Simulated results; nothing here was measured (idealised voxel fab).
process module | voxel self aligned contacts
cross-section cut | 260 nm wide | cells 5 nm
A cross-section is a grid of square cells, given in bands from the top down. A band is one or more rows of cells.
Each band's line starts with the height of the band's top and of its bottom, in nm. Then come its materials from left to right, each with its width in nm. One material with "throughout" fills the band from edge to edge. "air" is empty space.
Height 0 is the level under which the wafer as received is all one material. The lowest band goes on downwards, as in "0 down".
A width such as "30 to 40" changes by the same amount from each row of cells to the next, from the band's top row to its bottom row.
"no change" after a step means that no cell of the cross-section changed.
closed voids: empty space of 8 cells or more with no open way to the top, each as width x height at its distance from the left edge, in nm
after a step's settings: what the simulator itself notes on the step
overlay nm, on a step with a mask: how far to the right of its planned place the mask lay; to the left if negative
Each pair below shows a cross-section before one step and the cross-section after it, down to the lowest band that changed. The line under each pair gives the step between them, with its settings. The pairs can come from different runs of this module on the same starting wafer, so a pair continues from the pair above only where its "before" says so.
before
  0 down: Si throughout
  closed voids: none
after
  5 to 0: SiO2 throughout
  below 0: unchanged
  closed voids: none
the step between: op CONFORMAL_DEP | material SiO2 | thk nm 5
before: the cross-section after the pair above
after
  25 to 5: polySi throughout
  below 5: unchanged
  closed voids: none
the step between: op DIRECTIONAL_DEP | material polySi | thk nm 20
before: the cross-section after the pair above
after
  45 to 25: SiN throughout
  below 25: unchanged
  closed voids: none
the step between: op DIRECTIONAL_DEP | material SiN | thk nm 20
before: the cross-section after the pair above
after
  55 to 45: aC throughout
  below 45: unchanged
  closed voids: none
the step between: op DIRECTIONAL_DEP | material aC | thk nm 10
before: the cross-section after the pair above
after
  80 to 55: air 45 | resist 30 | air 40 | resist 30 | air 40 | resist 30 | air 45
  below 55: unchanged
  closed voids: none
the step between: op PATTERN | tone cover | mask id GATE | material resist | width nm 30 | pitch nm 70 | thk nm 25 | overlay nm 0
before: the cross-section after the pair above
after
  70 to 55: air 45 | resist 30 | air 40 | resist 30 | air 40 | resist 30 | air 45
  55 to 45: air 45 | aC 30 | air 40 | aC 30 | air 40 | aC 30 | air 45
  below 45: unchanged
  closed voids: none
the step between: op DIRECTIONAL_ETCH | etch materials aC | depth nm 10
before: the cross-section after the pair above
after
  55 to 45: air 45 | aC 30 | air 40 | aC 30 | air 40 | aC 30 | air 45
  below 45: unchanged
  closed voids: none
the step between: op STRIP | etch materials resist
before: the cross-section after the pair above
after
  55 to 45: air 45 | aC 30 | air 40 | aC 30 | air 40 | aC 30 | air 45
  45 to 25: air 45 | SiN 30 | air 40 | SiN 30 | air 40 | SiN 30 | air 45
  below 25: unchanged
  closed voids: none
the step between: op DIRECTIONAL_ETCH | etch materials SiN | depth nm 20
before: the cross-section after the pair above
after
  55 to 45: air 45 | aC 30 | air 40 | aC 30 | air 40 | aC 30 | air 45
  45 to 25: air 45 | SiN 30 | air 40 | SiN 30 | air 40 | SiN 30 | air 45
  25 to 5: air 45 | polySi 30 | air 40 | polySi 30 | air 40 | polySi 30 | air 45
  below 5: unchanged
  closed voids: none
the step between: op DIRECTIONAL_ETCH | etch materials polySi | depth nm 20
before: the cross-section after the pair above
after
  45 to 25: air 45 | SiN 30 | air 40 | SiN 30 | air 40 | SiN 30 | air 45
  below 25: unchanged
  closed voids: none
the step between: op STRIP | etch materials aC
before: the cross-section after the pair above
after
  55 to 25: air 35 | SiN 50 | air 20 | SiN 50 | air 20 | SiN 50 | air 35
  25 to 15: air 35 | SiN 10 | polySi 30 | SiN 10 | air 20 | SiN 10 | polySi 30 | SiN 10 | air 20 | SiN 10 | polySi 30 | SiN 10 | air 35
  15 to 5: SiN 45 | polySi 30 | SiN 40 | polySi 30 | SiN 40 | polySi 30 | SiN 45
  below 5: unchanged
  closed voids: none
the step between: op CONFORMAL_DEP | material SiN | thk nm 10
before: the cross-section after the pair above
after
  45 to 25: air 35 | SiN 50 | air 20 | SiN 50 | air 20 | SiN 50 | air 35
  25 to 5: air 35 | SiN 10 | polySi 30 | SiN 10 | air 20 | SiN 10 | polySi 30 | SiN 10 | air 20 | SiN 10 | polySi 30 | SiN 10 | air 35
  below 5: unchanged
  closed voids: none
the step between: op DIRECTIONAL_ETCH | etch materials SiN | depth nm 10
before: the cross-section after the pair above
after
  65 to 45: SiO2 throughout
  45 to 25: SiO2 35 | SiN 50 | SiO2 20 | SiN 50 | SiO2 20 | SiN 50 | SiO2 35
  25 to 5: SiO2 35 | SiN 10 | polySi 30 | SiN 10 | SiO2 20 | SiN 10 | polySi 30 | SiN 10 | SiO2 20 | SiN 10 | polySi 30 | SiN 10 | SiO2 35
  below 5: unchanged
  closed voids: none
the step between: op FILL_DEP | material SiO2 | thk nm 20
before: the cross-section after the pair above
after
  55 to 45: SiO2 throughout
  below 45: unchanged
  closed voids: none
the step between: op CMP | height nm 55
before: the cross-section after the pair above
after
  55 to 45: SiO2 70 | air 50 | SiO2 20 | air 50 | SiO2 70
  45 to 25: SiO2 35 | SiN 50 | air 20 | SiN 50 | air 20 | SiN 50 | SiO2 35
  25 to 5: SiO2 35 | SiN 10 | polySi 30 | SiN 10 | air 20 | SiN 10 | polySi 30 | SiN 10 | air 20 | SiN 10 | polySi 30 | SiN 10 | SiO2 35
  5 to 0: SiO2 85 | air 20 | SiO2 50 | air 20 | SiO2 85
  below 0: unchanged
  closed voids: none
the step between: op MASKED_ETCH | tone open | mask id CONTACT | width nm 50 | pitch nm 70 | etch materials SiO2 | depth nm 55 | overlay nm 0
before: the cross-section after the pair above
after
  60 to 55: TiN 75 | air 40 | TiN 30 | air 40 | TiN 75
  55 to 45: SiO2 70 | TiN 5 to 20 | air 40 to 10 | TiN 5 to 20 | SiO2 20 | TiN 5 to 20 | air 40 to 10 | TiN 5 to 20 | SiO2 70
  45 to 25: SiO2 35 | SiN 50 | TiN 5 | air 10 | TiN 5 | SiN 50 | TiN 5 | air 10 | TiN 5 | SiN 50 | SiO2 35
  25 to 5: SiO2 35 | SiN 10 | polySi 30 | SiN 10 | TiN 5 | air 10 | TiN 5 | SiN 10 | polySi 30 | SiN 10 | TiN 5 | air 10 | TiN 5 | SiN 10 | polySi 30 | SiN 10 | SiO2 35
  5 to 0: SiO2 85 | TiN 20 | SiO2 50 | TiN 20 | SiO2 85
  below 0: unchanged
  closed voids: none
the step between: op CONFORMAL_DEP | material TiN | thk nm 5
before: the cross-section after the pair above
after
  65 to 60: W throughout
  60 to 55: TiN 75 | W 40 | TiN 30 | W 40 | TiN 75
  55 to 45: SiO2 70 | TiN 5 to 20 | W 40 to 10 | TiN 5 to 20 | SiO2 20 | TiN 5 to 20 | W 40 to 10 | TiN 5 to 20 | SiO2 70
  45 to 25: SiO2 35 | SiN 50 | TiN 5 | W 10 | TiN 5 | SiN 50 | TiN 5 | W 10 | TiN 5 | SiN 50 | SiO2 35
  25 to 5: SiO2 35 | SiN 10 | polySi 30 | SiN 10 | TiN 5 | W 10 | TiN 5 | SiN 10 | polySi 30 | SiN 10 | TiN 5 | W 10 | TiN 5 | SiN 10 | polySi 30 | SiN 10 | SiO2 35
  below 5: unchanged
  closed voids: none
the step between: op FILL_DEP | material W | thk nm 5
before: the cross-section after the pair above
after
  55 to 45: SiO2 70 | TiN 5 to 20 | W 40 to 10 | TiN 5 to 20 | SiO2 20 | TiN 5 to 20 | W 40 to 10 | TiN 5 to 20 | SiO2 70
  below 45: unchanged
  closed voids: none
the step between: op CMP | height nm 55
before: the cross-section after the pair above
after
  60 to 55: SiN throughout
  below 55: unchanged
  closed voids: none
the step between: op CONFORMAL_DEP | material SiN | thk nm 5
before
  0 down: Si throughout
  closed voids: none
after
  20 to 0: polySi throughout
  below 0: unchanged
  closed voids: none
the step between: op DIRECTIONAL_DEP | material polySi | thk nm 20
before: the cross-section after the pair above
after
  40 to 20: SiN throughout
  below 20: unchanged
  closed voids: none
the step between: op DIRECTIONAL_DEP | material SiN | thk nm 20
before: the cross-section after the pair above
after
  50 to 40: aC throughout
  below 40: unchanged
  closed voids: none
the step between: op DIRECTIONAL_DEP | material aC | thk nm 10
before: the cross-section after the pair above
after
  75 to 50: air 45 | resist 30 | air 40 | resist 30 | air 40 | resist 30 | air 45
  below 50: unchanged
  closed voids: none
the step between: op PATTERN | tone cover | mask id GATE | material resist | width nm 30 | pitch nm 70 | thk nm 25 | overlay nm 0
before: the cross-section after the pair above
after
  65 to 50: air 45 | resist 30 | air 40 | resist 30 | air 40 | resist 30 | air 45
  50 to 40: air 45 | aC 30 | air 40 | aC 30 | air 40 | aC 30 | air 45
  below 40: unchanged
  closed voids: none
the step between: op DIRECTIONAL_ETCH | etch materials aC | depth nm 10
before: the cross-section after the pair above
after
  50 to 40: air 45 | aC 30 | air 40 | aC 30 | air 40 | aC 30 | air 45
  below 40: unchanged
  closed voids: none
the step between: op STRIP | etch materials resist
before: the cross-section after the pair above
after
  50 to 40: air 45 | aC 30 | air 40 | aC 30 | air 40 | aC 30 | air 45
  40 to 20: air 45 | SiN 30 | air 40 | SiN 30 | air 40 | SiN 30 | air 45
  below 20: unchanged
  closed voids: none
the step between: op DIRECTIONAL_ETCH | etch materials SiN | depth nm 20
before: the cross-section after the pair above
after
  50 to 40: air 45 | aC 30 | air 40 | aC 30 | air 40 | aC 30 | air 45
  40 to 20: air 45 | SiN 30 | air 40 | SiN 30 | air 40 | SiN 30 | air 45
  20 to 0: air 45 | polySi 30 | air 40 | polySi 30 | air 40 | polySi 30 | air 45
  below 0: unchanged
  closed voids: none
the step between: op DIRECTIONAL_ETCH | etch materials polySi | depth nm 20
before: the cross-section after the pair above
after
  40 to 20: air 45 | SiN 30 | air 40 | SiN 30 | air 40 | SiN 30 | air 45
  below 20: unchanged
  closed voids: none
the step between: op STRIP | etch materials aC
before: the cross-section after the pair above
after
  50 to 20: air 35 | SiN 50 | air 20 | SiN 50 | air 20 | SiN 50 | air 35
  20 to 10: air 35 | SiN 10 | polySi 30 | SiN 10 | air 20 | SiN 10 | polySi 30 | SiN 10 | air 20 | SiN 10 | polySi 30 | SiN 10 | air 35
  10 to 0: SiN 45 | polySi 30 | SiN 40 | polySi 30 | SiN 40 | polySi 30 | SiN 45
  below 0: unchanged
  closed voids: none
the step between: op CONFORMAL_DEP | material SiN | thk nm 10
before: the cross-section after the pair above
after
  40 to 20: air 35 | SiN 50 | air 20 | SiN 50 | air 20 | SiN 50 | air 35
  20 to 0: air 35 | SiN 10 | polySi 30 | SiN 10 | air 20 | SiN 10 | polySi 30 | SiN 10 | air 20 | SiN 10 | polySi 30 | SiN 10 | air 35
  below 0: unchanged
  closed voids: none
the step between: op DIRECTIONAL_ETCH | etch materials SiN | depth nm 10
before: the cross-section after the pair above
after
  60 to 40: SiO2 throughout
  40 to 20: SiO2 35 | SiN 50 | SiO2 20 | SiN 50 | SiO2 20 | SiN 50 | SiO2 35
  20 to 0: SiO2 35 | SiN 10 | polySi 30 | SiN 10 | SiO2 20 | SiN 10 | polySi 30 | SiN 10 | SiO2 20 | SiN 10 | polySi 30 | SiN 10 | SiO2 35
  below 0: unchanged
  closed voids: none
the step between: op FILL_DEP | material SiO2 | thk nm 20
before: the cross-section after the pair above
after
  55 to 40: SiO2 throughout
  below 40: unchanged
  closed voids: none
the step between: op CMP | height nm 55
before: the cross-section after the pair above
after
  55 to 40: SiO2 70 | air 50 | SiO2 20 | air 50 | SiO2 70
  40 to 20: SiO2 35 | SiN 50 | air 20 | SiN 50 | air 20 | SiN 50 | SiO2 35
  20 to 0: SiO2 35 | SiN 10 | polySi 30 | SiN 10 | air 20 | SiN 10 | polySi 30 | SiN 10 | air 20 | SiN 10 | polySi 30 | SiN 10 | SiO2 35
  below 0: unchanged
  closed voids: none
the step between: op MASKED_ETCH | tone open | mask id CONTACT | width nm 50 | pitch nm 70 | etch materials SiO2 | depth nm 55 | overlay nm 0
before: the cross-section after the pair above
after
  60 to 55: TiN 75 | air 40 | TiN 30 | air 40 | TiN 75
  55 to 45: SiO2 70 | TiN 5 | air 40 | TiN 5 | SiO2 20 | TiN 5 | air 40 | TiN 5 | SiO2 70
  45 to 40: SiO2 70 | TiN 20 | air 10 | TiN 20 | SiO2 20 | TiN 20 | air 10 | TiN 20 | SiO2 70
  40 to 20: SiO2 35 | SiN 50 | TiN 5 | air 10 | TiN 5 | SiN 50 | TiN 5 | air 10 | TiN 5 | SiN 50 | SiO2 35
  20 to 5: SiO2 35 | SiN 10 | polySi 30 | SiN 10 | TiN 5 | air 10 | TiN 5 | SiN 10 | polySi 30 | SiN 10 | TiN 5 | air 10 | TiN 5 | SiN 10 | polySi 30 | SiN 10 | SiO2 35
  5 to 0: SiO2 35 | SiN 10 | polySi 30 | SiN 10 | TiN 20 | SiN 10 | polySi 30 | SiN 10 | TiN 20 | SiN 10 | polySi 30 | SiN 10 | SiO2 35
  below 0: unchanged
  closed voids: none
the step between: op CONFORMAL_DEP | material TiN | thk nm 5
before: the cross-section after the pair above
after
  65 to 60: W throughout
  60 to 55: TiN 75 | W 40 | TiN 30 | W 40 | TiN 75
  55 to 45: SiO2 70 | TiN 5 | W 40 | TiN 5 | SiO2 20 | TiN 5 | W 40 | TiN 5 | SiO2 70
  45 to 40: SiO2 70 | TiN 20 | W 10 | TiN 20 | SiO2 20 | TiN 20 | W 10 | TiN 20 | SiO2 70
  40 to 20: SiO2 35 | SiN 50 | TiN 5 | W 10 | TiN 5 | SiN 50 | TiN 5 | W 10 | TiN 5 | SiN 50 | SiO2 35
  20 to 5: SiO2 35 | SiN 10 | polySi 30 | SiN 10 | TiN 5 | W 10 | TiN 5 | SiN 10 | polySi 30 | SiN 10 | TiN 5 | W 10 | TiN 5 | SiN 10 | polySi 30 | SiN 10 | SiO2 35
  below 5: unchanged
  closed voids: none
the step between: op FILL_DEP | material W | thk nm 5
before: the cross-section after the pair above
after
  55 to 45: SiO2 70 | TiN 5 | W 40 | TiN 5 | SiO2 20 | TiN 5 | W 40 | TiN 5 | SiO2 70
  below 45: unchanged
  closed voids: none
the step between: op CMP | height nm 55
before: the cross-section after the pair above
after
  60 to 55: SiN throughout
  below 55: unchanged
  closed voids: none
the step between: op CONFORMAL_DEP | material SiN | thk nm 5
before
  25 to 5: polySi throughout
  5 to 0: SiO2 throughout
  0 down: Si throughout
  closed voids: none
after
  45 to 5: polySi throughout
  below 5: unchanged
  closed voids: none
the step between: op DIRECTIONAL_DEP | material polySi | thk nm 20
before: the cross-section after the pair above
after
  65 to 45: SiN throughout
  below 45: unchanged
  closed voids: none
the step between: op DIRECTIONAL_DEP | material SiN | thk nm 20
before: the cross-section after the pair above
after
  75 to 65: aC throughout
  below 65: unchanged
  closed voids: none
the step between: op DIRECTIONAL_DEP | material aC | thk nm 10
before: the cross-section after the pair above
after
  100 to 75: air 45 | resist 30 | air 40 | resist 30 | air 40 | resist 30 | air 45
  below 75: unchanged
  closed voids: none
the step between: op PATTERN | tone cover | mask id GATE | material resist | width nm 30 | pitch nm 70 | thk nm 25 | overlay nm 0
before: the cross-section after the pair above
after
  90 to 75: air 45 | resist 30 | air 40 | resist 30 | air 40 | resist 30 | air 45
  75 to 65: air 45 | aC 30 | air 40 | aC 30 | air 40 | aC 30 | air 45
  below 65: unchanged
  closed voids: none
the step between: op DIRECTIONAL_ETCH | etch materials aC | depth nm 10
before: the cross-section after the pair above
after
  75 to 65: air 45 | aC 30 | air 40 | aC 30 | air 40 | aC 30 | air 45
  below 65: unchanged
  closed voids: none
the step between: op STRIP | etch materials resist
before: the cross-section after the pair above
after
  75 to 65: air 45 | aC 30 | air 40 | aC 30 | air 40 | aC 30 | air 45
  65 to 45: air 45 | SiN 30 | air 40 | SiN 30 | air 40 | SiN 30 | air 45
  below 45: unchanged
  closed voids: none
the step between: op DIRECTIONAL_ETCH | etch materials SiN | depth nm 20
before: the cross-section after the pair above
after
  75 to 65: air 45 | aC 30 | air 40 | aC 30 | air 40 | aC 30 | air 45
  65 to 45: air 45 | SiN 30 | air 40 | SiN 30 | air 40 | SiN 30 | air 45
  45 to 25: air 45 | polySi 30 | air 40 | polySi 30 | air 40 | polySi 30 | air 45
  below 25: unchanged
  closed voids: none
the step between: op DIRECTIONAL_ETCH | etch materials polySi | depth nm 20
before: the cross-section after the pair above
after
  65 to 45: air 45 | SiN 30 | air 40 | SiN 30 | air 40 | SiN 30 | air 45
  below 45: unchanged
  closed voids: none
the step between: op STRIP | etch materials aC
before: the cross-section after the pair above
after
  75 to 45: air 35 | SiN 50 | air 20 | SiN 50 | air 20 | SiN 50 | air 35
  45 to 35: air 35 | SiN 10 | polySi 30 | SiN 10 | air 20 | SiN 10 | polySi 30 | SiN 10 | air 20 | SiN 10 | polySi 30 | SiN 10 | air 35
  35 to 25: SiN 45 | polySi 30 | SiN 40 | polySi 30 | SiN 40 | polySi 30 | SiN 45
  below 25: unchanged
  closed voids: none
the step between: op CONFORMAL_DEP | material SiN | thk nm 10
before: the cross-section after the pair above
after
  65 to 45: air 35 | SiN 50 | air 20 | SiN 50 | air 20 | SiN 50 | air 35
  45 to 25: air 35 | SiN 10 | polySi 30 | SiN 10 | air 20 | SiN 10 | polySi 30 | SiN 10 | air 20 | SiN 10 | polySi 30 | SiN 10 | air 35
  below 25: unchanged
  closed voids: none
the step between: op DIRECTIONAL_ETCH | etch materials SiN | depth nm 10
before: the cross-section after the pair above
after
  85 to 65: SiO2 throughout
  65 to 45: SiO2 35 | SiN 50 | SiO2 20 | SiN 50 | SiO2 20 | SiN 50 | SiO2 35
  45 to 25: SiO2 35 | SiN 10 | polySi 30 | SiN 10 | SiO2 20 | SiN 10 | polySi 30 | SiN 10 | SiO2 20 | SiN 10 | polySi 30 | SiN 10 | SiO2 35
  below 25: unchanged
  closed voids: none
the step between: op FILL_DEP | material SiO2 | thk nm 20
before: the cross-section after the pair above
after
  55 to 45: SiO2 35 | SiN 50 | SiO2 20 | SiN 50 | SiO2 20 | SiN 50 | SiO2 35
  below 45: unchanged
  closed voids: none
the step between: op CMP | height nm 55
before: the cross-section after the pair above
after
  55 to 45: SiO2 35 | SiN 50 | air 20 | SiN 50 | air 20 | SiN 50 | SiO2 35
  45 to 25: SiO2 35 | SiN 10 | polySi 30 | SiN 10 | air 20 | SiN 10 | polySi 30 | SiN 10 | air 20 | SiN 10 | polySi 30 | SiN 10 | SiO2 35
  below 25: unchanged
  closed voids: none
the step between: op MASKED_ETCH | tone open | mask id CONTACT | width nm 50 | pitch nm 70 | etch materials SiO2 | depth nm 55 | overlay nm 0
before: the cross-section after the pair above
after
  60 to 55: TiN 90 | air 10 | TiN 60 | air 10 | TiN 90
  55 to 45: SiO2 35 | SiN 50 | TiN 5 | air 10 | TiN 5 | SiN 50 | TiN 5 | air 10 | TiN 5 | SiN 50 | SiO2 35
  45 to 30: SiO2 35 | SiN 10 | polySi 30 | SiN 10 | TiN 5 | air 10 | TiN 5 | SiN 10 | polySi 30 | SiN 10 | TiN 5 | air 10 | TiN 5 | SiN 10 | polySi 30 | SiN 10 | SiO2 35
  30 to 25: SiO2 35 | SiN 10 | polySi 30 | SiN 10 | TiN 20 | SiN 10 | polySi 30 | SiN 10 | TiN 20 | SiN 10 | polySi 30 | SiN 10 | SiO2 35
  below 25: unchanged
  closed voids: none
the step between: op CONFORMAL_DEP | material TiN | thk nm 5
before: the cross-section after the pair above
after
  65 to 60: W throughout
  60 to 55: TiN 90 | W 10 | TiN 60 | W 10 | TiN 90
  55 to 45: SiO2 35 | SiN 50 | TiN 5 | W 10 | TiN 5 | SiN 50 | TiN 5 | W 10 | TiN 5 | SiN 50 | SiO2 35
  45 to 30: SiO2 35 | SiN 10 | polySi 30 | SiN 10 | TiN 5 | W 10 | TiN 5 | SiN 10 | polySi 30 | SiN 10 | TiN 5 | W 10 | TiN 5 | SiN 10 | polySi 30 | SiN 10 | SiO2 35
  below 30: unchanged
  closed voids: none
the step between: op FILL_DEP | material W | thk nm 5
before: the cross-section after the pair above
after
  55 to 45: SiO2 35 | SiN 50 | TiN 5 | W 10 | TiN 5 | SiN 50 | TiN 5 | W 10 | TiN 5 | SiN 50 | SiO2 35
  below 45: unchanged
  closed voids: none
the step between: op CMP | height nm 55
before: the cross-section after the pair above
after
  60 to 55: SiN throughout
  below 55: unchanged
  closed voids: none
the step between: op CONFORMAL_DEP | material SiN | thk nm 5
before
  20 to 0: polySi throughout
  0 down: Si throughout
  closed voids: none
after
  25 to 20: SiO2 throughout
  below 20: unchanged
  closed voids: none
the step between: op CONFORMAL_DEP | material SiO2 | thk nm 5
before: the cross-section after the pair above
after
  45 to 25: SiN throughout
  below 25: unchanged
  closed voids: none
the step between: op DIRECTIONAL_DEP | material SiN | thk nm 20
before: the cross-section after the pair above
after
  55 to 45: aC throughout
  below 45: unchanged
  closed voids: none
the step between: op DIRECTIONAL_DEP | material aC | thk nm 10
before: the cross-section after the pair above
after
  80 to 55: air 45 | resist 30 | air 40 | resist 30 | air 40 | resist 30 | air 45
  below 55: unchanged
  closed voids: none
the step between: op PATTERN | tone cover | mask id GATE | material resist | width nm 30 | pitch nm 70 | thk nm 25 | overlay nm 0
before: the cross-section after the pair above
after
  70 to 55: air 45 | resist 30 | air 40 | resist 30 | air 40 | resist 30 | air 45
  55 to 45: air 45 | aC 30 | air 40 | aC 30 | air 40 | aC 30 | air 45
  below 45: unchanged
  closed voids: none
the step between: op DIRECTIONAL_ETCH | etch materials aC | depth nm 10
before: the cross-section after the pair above
after
  55 to 45: air 45 | aC 30 | air 40 | aC 30 | air 40 | aC 30 | air 45
  below 45: unchanged
  closed voids: none
the step between: op STRIP | etch materials resist
before: the cross-section after the pair above
after
  55 to 45: air 45 | aC 30 | air 40 | aC 30 | air 40 | aC 30 | air 45
  45 to 25: air 45 | SiN 30 | air 40 | SiN 30 | air 40 | SiN 30 | air 45
  below 25: unchanged
  closed voids: none
the step between: op DIRECTIONAL_ETCH | etch materials SiN | depth nm 20
before: the cross-section after the pair above
after
  45 to 25: air 45 | SiN 30 | air 40 | SiN 30 | air 40 | SiN 30 | air 45
  below 25: unchanged
  closed voids: none
the step between: op STRIP | etch materials aC
before: the cross-section after the pair above
after
  55 to 35: air 35 | SiN 50 | air 20 | SiN 50 | air 20 | SiN 50 | air 35
  35 to 25: SiN throughout
  below 25: unchanged
  closed voids: none
the step between: op CONFORMAL_DEP | material SiN | thk nm 10
before: the cross-section after the pair above
after
  45 to 25: air 35 | SiN 50 | air 20 | SiN 50 | air 20 | SiN 50 | air 35
  below 25: unchanged
  closed voids: none
the step between: op DIRECTIONAL_ETCH | etch materials SiN | depth nm 10
before: the cross-section after the pair above
after
  65 to 45: SiO2 throughout
  45 to 25: SiO2 35 | SiN 50 | SiO2 20 | SiN 50 | SiO2 20 | SiN 50 | SiO2 35
  below 25: unchanged
  closed voids: none
the step between: op FILL_DEP | material SiO2 | thk nm 20
before: the cross-section after the pair above
after
  55 to 45: SiO2 throughout
  below 45: unchanged
  closed voids: none
the step between: op CMP | height nm 55
before: the cross-section after the pair above
after
  55 to 45: SiO2 70 | air 50 | SiO2 20 | air 50 | SiO2 70
  45 to 25: SiO2 35 | SiN 50 | air 20 | SiN 50 | air 20 | SiN 50 | SiO2 35
  25 to 20: SiO2 85 | air 20 | SiO2 50 | air 20 | SiO2 85
  below 20: unchanged
  closed voids: none
the step between: op MASKED_ETCH | tone open | mask id CONTACT | width nm 50 | pitch nm 70 | etch materials SiO2 | depth nm 55 | overlay nm 0
before: the cross-section after the pair above
after
  60 to 55: TiN 75 | air 40 | TiN 30 | air 40 | TiN 75
  55 to 45: SiO2 70 | TiN 5 to 20 | air 40 to 10 | TiN 5 to 20 | SiO2 20 | TiN 5 to 20 | air 40 to 10 | TiN 5 to 20 | SiO2 70
  45 to 25: SiO2 35 | SiN 50 | TiN 5 | air 10 | TiN 5 | SiN 50 | TiN 5 | air 10 | TiN 5 | SiN 50 | SiO2 35
  25 to 20: SiO2 85 | TiN 20 | SiO2 50 | TiN 20 | SiO2 85
  below 20: unchanged
  closed voids: none
the step between: op CONFORMAL_DEP | material TiN | thk nm 5
before: the cross-section after the pair above
after
  65 to 60: W throughout
  60 to 55: TiN 75 | W 40 | TiN 30 | W 40 | TiN 75
  55 to 45: SiO2 70 | TiN 5 to 20 | W 40 to 10 | TiN 5 to 20 | SiO2 20 | TiN 5 to 20 | W 40 to 10 | TiN 5 to 20 | SiO2 70
  45 to 25: SiO2 35 | SiN 50 | TiN 5 | W 10 | TiN 5 | SiN 50 | TiN 5 | W 10 | TiN 5 | SiN 50 | SiO2 35
  below 25: unchanged
  closed voids: none
the step between: op FILL_DEP | material W | thk nm 5
before: the cross-section after the pair above
after
  55 to 45: SiO2 70 | TiN 5 to 20 | W 40 to 10 | TiN 5 to 20 | SiO2 20 | TiN 5 to 20 | W 40 to 10 | TiN 5 to 20 | SiO2 70
  below 45: unchanged
  closed voids: none
the step between: op CMP | height nm 55
before: the cross-section after the pair above
after
  60 to 55: SiN throughout
  below 55: unchanged
  closed voids: none
the step between: op CONFORMAL_DEP | material SiN | thk nm 5
before
  45 to 25: air 45 | SiN 30 | air 40 | SiN 30 | air 40 | SiN 30 | air 45
  25 to 5: air 45 | polySi 30 | air 40 | polySi 30 | air 40 | polySi 30 | air 45
  5 to 0: SiO2 throughout
  0 down: Si throughout
  closed voids: none
after
  50 to 25: air 40 | SiN 40 | air 30 | SiN 40 | air 30 | SiN 40 | air 40
  25 to 10: air 40 | SiN 5 | polySi 30 | SiN 5 | air 30 | SiN 5 | polySi 30 | SiN 5 | air 30 | SiN 5 | polySi 30 | SiN 5 | air 40
  10 to 5: SiN 45 | polySi 30 | SiN 40 | polySi 30 | SiN 40 | polySi 30 | SiN 45
  below 5: unchanged
  closed voids: none
the step between: op CONFORMAL_DEP | material SiN | thk nm 5
before: the cross-section after the pair above
after
  40 to 25: air 40 | SiN 40 | air 30 | SiN 40 | air 30 | SiN 40 | air 40
  25 to 5: air 40 | SiN 5 | polySi 30 | SiN 5 | air 30 | SiN 5 | polySi 30 | SiN 5 | air 30 | SiN 5 | polySi 30 | SiN 5 | air 40
  below 5: unchanged
  closed voids: none
the step between: op DIRECTIONAL_ETCH | etch materials SiN | depth nm 10
before: the cross-section after the pair above
after
  60 to 40: SiO2 throughout
  40 to 25: SiO2 40 | SiN 40 | SiO2 30 | SiN 40 | SiO2 30 | SiN 40 | SiO2 40
  25 to 5: SiO2 40 | SiN 5 | polySi 30 | SiN 5 | SiO2 30 | SiN 5 | polySi 30 | SiN 5 | SiO2 30 | SiN 5 | polySi 30 | SiN 5 | SiO2 40
  below 5: unchanged
  closed voids: none
the step between: op FILL_DEP | material SiO2 | thk nm 20
before: the cross-section after the pair above
after
  55 to 40: SiO2 throughout
  below 40: unchanged
  closed voids: none
the step between: op CMP | height nm 55
before: the cross-section after the pair above
after
  55 to 40: SiO2 70 | air 50 | SiO2 20 | air 50 | SiO2 70
  40 to 25: SiO2 40 | SiN 40 | air 30 | SiN 40 | air 30 | SiN 40 | SiO2 40
  25 to 5: SiO2 40 | SiN 5 | polySi 30 | SiN 5 | air 30 | SiN 5 | polySi 30 | SiN 5 | air 30 | SiN 5 | polySi 30 | SiN 5 | SiO2 40
  5 to 0: SiO2 80 | air 30 | SiO2 40 | air 30 | SiO2 80
  below 0: unchanged
  closed voids: none
the step between: op MASKED_ETCH | tone open | mask id CONTACT | width nm 50 | pitch nm 70 | etch materials SiO2 | depth nm 55 | overlay nm 0
before: the cross-section after the pair above
after
  60 to 55: TiN 75 | air 40 | TiN 30 | air 40 | TiN 75
  55 to 45: SiO2 70 | TiN 5 | air 40 | TiN 5 | SiO2 20 | TiN 5 | air 40 | TiN 5 | SiO2 70
  45 to 40: SiO2 70 | TiN 15 | air 20 | TiN 15 | SiO2 20 | TiN 15 | air 20 | TiN 15 | SiO2 70
  40 to 25: SiO2 40 | SiN 40 | TiN 5 | air 20 | TiN 5 | SiN 40 | TiN 5 | air 20 | TiN 5 | SiN 40 | SiO2 40
  25 to 5: SiO2 40 | SiN 5 | polySi 30 | SiN 5 | TiN 5 | air 20 | TiN 5 | SiN 5 | polySi 30 | SiN 5 | TiN 5 | air 20 | TiN 5 | SiN 5 | polySi 30 | SiN 5 | SiO2 40
  5 to 0: SiO2 80 | TiN 30 | SiO2 40 | TiN 30 | SiO2 80
  below 0: unchanged
  closed voids: none
the step between: op CONFORMAL_DEP | material TiN | thk nm 5
before: the cross-section after the pair above
after
  65 to 60: W throughout
  60 to 55: TiN 75 | W 40 | TiN 30 | W 40 | TiN 75
  55 to 45: SiO2 70 | TiN 5 | W 40 | TiN 5 | SiO2 20 | TiN 5 | W 40 | TiN 5 | SiO2 70
  45 to 40: SiO2 70 | TiN 15 | W 20 | TiN 15 | SiO2 20 | TiN 15 | W 20 | TiN 15 | SiO2 70
  40 to 25: SiO2 40 | SiN 40 | TiN 5 | W 20 | TiN 5 | SiN 40 | TiN 5 | W 20 | TiN 5 | SiN 40 | SiO2 40
  25 to 5: SiO2 40 | SiN 5 | polySi 30 | SiN 5 | TiN 5 | W 20 | TiN 5 | SiN 5 | polySi 30 | SiN 5 | TiN 5 | W 20 | TiN 5 | SiN 5 | polySi 30 | SiN 5 | SiO2 40
  below 5: unchanged
  closed voids: none
the step between: op FILL_DEP | material W | thk nm 5
before: the cross-section after the pair above
after
  55 to 45: SiO2 70 | TiN 5 | W 40 | TiN 5 | SiO2 20 | TiN 5 | W 40 | TiN 5 | SiO2 70
  below 45: unchanged
  closed voids: none
the step between: op CMP | height nm 55
before: the cross-section after the pair above
after
  60 to 55: SiN throughout
  below 55: unchanged
  closed voids: none
the step between: op CONFORMAL_DEP | material SiN | thk nm 5
before
  55 to 45: aC throughout
  45 to 25: SiN throughout
  25 to 5: polySi throughout
  5 to 0: SiO2 throughout
  0 down: Si throughout
  closed voids: none
after
  80 to 55: air 50 | resist 25 | air 45 | resist 25 | air 45 | resist 25 | air 45
  below 55: unchanged
  closed voids: none
the step between: op PATTERN | tone cover | mask id GATE | material resist | width nm 25 | pitch nm 70 | thk nm 25 | overlay nm 0
before: the cross-section after the pair above
after
  70 to 55: air 50 | resist 25 | air 45 | resist 25 | air 45 | resist 25 | air 45
  55 to 45: air 50 | aC 25 | air 45 | aC 25 | air 45 | aC 25 | air 45
  below 45: unchanged
  closed voids: none
the step between: op DIRECTIONAL_ETCH | etch materials aC | depth nm 10
